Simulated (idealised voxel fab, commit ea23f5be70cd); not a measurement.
Process module under the name voxel released beams
Square cell edge 5 nm, section width 240 nm, ID cut.
Each cross-section below is a grid of square cells, stated as bands in top-down order, with one or more rows of cells making up each band.
Quick guide to a band line: top height, bottom height (nm) up front; then every material left to right with its width in nm. Only one material and it's marked "all across"? Then it fills the band edge to edge. And "air" just means empty space.
Counting heights begins at 0, where everything beneath is, in the wafer as received, one material. The lowest band has no bottom; it goes on downwards, as "0..down" shows.
The notation "30 to 40" denotes a width that varies across the rows of cells in the band, beginning at the first number in the top row, finishing at the second number in the bottom row, and changing by an identical amount from each row to the next.
Step marked "no alterations made"? Then no cell in the cross-section changed in it.
Under "Enclosed internal cavities" you'll find the enclosed gaps, the ones with no way out to the top, that are 8 cells or bigger; each reads width x height at distance, with distance counted from the left edge, everything in nm.
It should be noted that, on the line of a given step, the content following the step's settings is a remark produced by the simulator itself with respect to that step.
A step line may carry the setting "overlay nm", which, for steps involving a mask, states the distance by which the mask lay to the right of its intended position; negative values denote displacement to the left.
**Listed below are the process steps as planned**
1) RECEIVE, material Si
2) CONFORMAL_DEP, material Al2O3, thk nm 5
3) DIRECTIONAL_DEP, material SiO2, thk nm 20
4) DIRECTIONAL_DEP, material aC, thk nm 15
5) PATTERN, tone open, mask id ANCHOR, material resist, width nm 45, thk nm 35, overlay nm 0
6) DIRECTIONAL_ETCH, etch materials aC, depth nm 15
7) STRIP, etch materials resist
8) DIRECTIONAL_ETCH, etch materials SiO2, depth nm 20
9) STRIP, etch materials aC
10) CONFORMAL_DEP, material polySi, thk nm 15
11) MASKED_ETCH, tone cover, mask id BEAM, width nm 100, etch materials polySi, depth nm 15, overlay nm 0
12) STRIP, etch materials SiO2
**The cross-section here shows the wafer as received, i.e. in its state after step 1**
0..down: Si all across
Enclosed internal cavities: none
**The first of the two wafers as seen in cross-section once the module was finished; processing followed the plan**
40..25: air=65 | polySi=20 | air=15 | polySi=65 | air=75
25..20: air=70 | polySi=15 | air=15 | polySi=15 | air=125
20..5: air=70 | polySi=45 | air=125
5..0: Al2O3 all across
0..down: Si all across
Enclosed internal cavities: none
**second wafer at the end: like start, like plan, one mistake**
35..20: air=65 | polySi=20 | air=15 | polySi=65 | air=75
20..15: air=70 | polySi=15 | air=15 | polySi=15 | air=125
15..0: air=70 | polySi=45 | air=125
0..down: Si all across
Enclosed internal cavities: none
Want to know what went wrong? yeah, step 2 of the plan got skipped, never ran
FYI, end of process, the second wafer has more or fewer cells of some materials than the first: 48 fewer of Al2O3
